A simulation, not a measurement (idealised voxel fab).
process module | voxel capacitor over wiring
cross-section cut | 170 nm wide | cells 5 nm
A cross-section is a grid of square cells, given in bands from the top down. A band is one or more rows of cells.
Each band's line starts with the height of the band's top and of its bottom, in nm. Then come its materials from left to right, each with its width in nm. One material with "throughout" fills the band from edge to edge. "air" is empty space.
Height 0 is the level under which the wafer as received is all one material. The lowest band goes on downwards, as in "0 down".
A width such as "30 to 40" changes by the same amount from each row of cells to the next, from the band's top row to its bottom row.
"no change" after a step means that no cell of the cross-section changed.
closed voids: empty space of 8 cells or more with no open way to the top, each as width x height at its distance from the left edge, in nm
after a step's settings: what the simulator itself notes on the step
overlay nm, on a step with a mask: how far to the right of its planned place the mask lay; to the left if negative
plan
1 op RECEIVE | material Si
2 op CONFORMAL_DEP | material SiO2 | thk nm 10
3 op DIRECTIONAL_DEP | material TiN | thk nm 5
4 op DIRECTIONAL_DEP | material Ru | thk nm 15
5 op MASKED_ETCH | tone cover | mask id METAL_1 | width nm 25 | pitch nm 80 | etch materials Ru | depth nm 15 | overlay nm 0
6 op MASKED_ETCH | tone cover | mask id METAL_1 | width nm 25 | pitch nm 80 | etch materials TiN | depth nm 5 | overlay nm 0
7 op CONFORMAL_DEP | material SiCN | thk nm 5
8 op FILL_DEP | material lowk | thk nm 10
9 op CMP | height nm 30
10 op CONFORMAL_DEP | material SiCN | thk nm 5
11 op DIRECTIONAL_DEP | material lowk | thk nm 15
12 op PATTERN | tone open | mask id PLUG_1 | material resist | width nm 15 | thk nm 15 | overlay nm 0
13 op DIRECTIONAL_ETCH | etch materials lowk | depth nm 15
14 op DIRECTIONAL_ETCH | etch materials SiCN | depth nm 5
15 op STRIP | etch materials resist
16 op CONFORMAL_DEP | material TiN | thk nm 5
17 op FILL_DEP | material Ru | thk nm 5
18 op CMP | height nm 50
19 op DIRECTIONAL_DEP | material TiN | thk nm 10
20 op DIRECTIONAL_DEP | material SiN | thk nm 5
21 op DIRECTIONAL_DEP | material TiN | thk nm 10
22 op PATTERN | tone cover | mask id UPPER_PLATE | material resist | width nm 60 | thk nm 15 | overlay nm 0
23 op DIRECTIONAL_ETCH | etch materials TiN | depth nm 10
24 op DIRECTIONAL_ETCH | etch materials SiN | depth nm 5
25 op STRIP | etch materials resist
26 op DIRECTIONAL_DEP | material aC | thk nm 10
27 op PATTERN | tone cover | mask id LOWER_PLATE | material resist | width nm 70 | thk nm 25 | overlay nm 0
28 op DIRECTIONAL_ETCH | etch materials aC | depth nm 10
29 op STRIP | etch materials resist
30 op DIRECTIONAL_ETCH | etch materials TiN | depth nm 10
31 op STRIP | etch materials aC
32 op FILL_DEP | material SiO2 | thk nm 15
33 op CMP | height nm 85
34 op DIRECTIONAL_DEP | material aC | thk nm 15
35 op PATTERN | tone open | mask id PLUG_2 | material resist | width nm 15 | thk nm 30 | overlay nm 0
36 op DIRECTIONAL_ETCH | etch materials aC | depth nm 15
37 op STRIP | etch materials resist
38 op DIRECTIONAL_ETCH | etch materials SiO2 | depth nm 10
39 op STRIP | etch materials aC
40 op CONFORMAL_DEP | material TiN | thk nm 5
41 op FILL_DEP | material Ru | thk nm 10
42 op CMP | height nm 85
43 op CONFORMAL_DEP | material SiCN | thk nm 5
as received, after step 1
  0 down: Si throughout
  closed voids: none
first wafer at the end, as planned
  90 to 85: SiCN throughout
  85 to 80: SiO2 50 | TiN 5 | Ru 5 | TiN 5 | SiO2 105
  80 to 75: SiO2 50 | TiN 15 | SiO2 105
  75 to 65: SiO2 40 | TiN 60 | SiO2 70
  65 to 60: SiO2 40 | SiN 60 | SiO2 70
  60 to 50: SiO2 35 | TiN 70 | SiO2 65
  50 to 35: lowk 40 | TiN 5 | Ru 5 | TiN 5 | lowk 115
  35 to 30: SiCN 40 | TiN 15 | SiCN 115
  30 to 15: lowk 25 | SiCN 5 | Ru 25 | SiCN 5 | lowk 45 | SiCN 5 | Ru 25 | SiCN 5 | lowk 30
  15 to 10: SiCN 30 | TiN 25 | SiCN 55 | TiN 25 | SiCN 35
  10 to 0: SiO2 throughout
  0 down: Si throughout
  closed voids: none
second wafer at the end: like start, like plan, one mistake
  90 to 85: SiCN throughout
  85 to 80: SiO2 50 | TiN 5 | Ru 5 | TiN 5 | SiO2 105
  80 to 75: SiO2 50 | TiN 15 | SiO2 105
  75 to 70: SiO2 throughout
  70 to 60: SiO2 40 | TiN 60 | SiO2 70
  60 to 50: SiO2 35 | TiN 70 | SiO2 65
  50 to 35: lowk 40 | TiN 5 | Ru 5 | TiN 5 | lowk 115
  35 to 30: SiCN 40 | TiN 15 | SiCN 115
  30 to 15: lowk 25 | SiCN 5 | Ru 25 | SiCN 5 | lowk 45 | SiCN 5 | Ru 25 | SiCN 5 | lowk 30
  15 to 10: SiCN 30 | TiN 25 | SiCN 55 | TiN 25 | SiCN 35
  10 to 0: SiO2 throughout
  0 down: Si throughout
  closed voids: none
what went wrong: step 20 was left out
at the end the second wafer has, in cells: 12 fewer of SiN | 12 more of SiO2
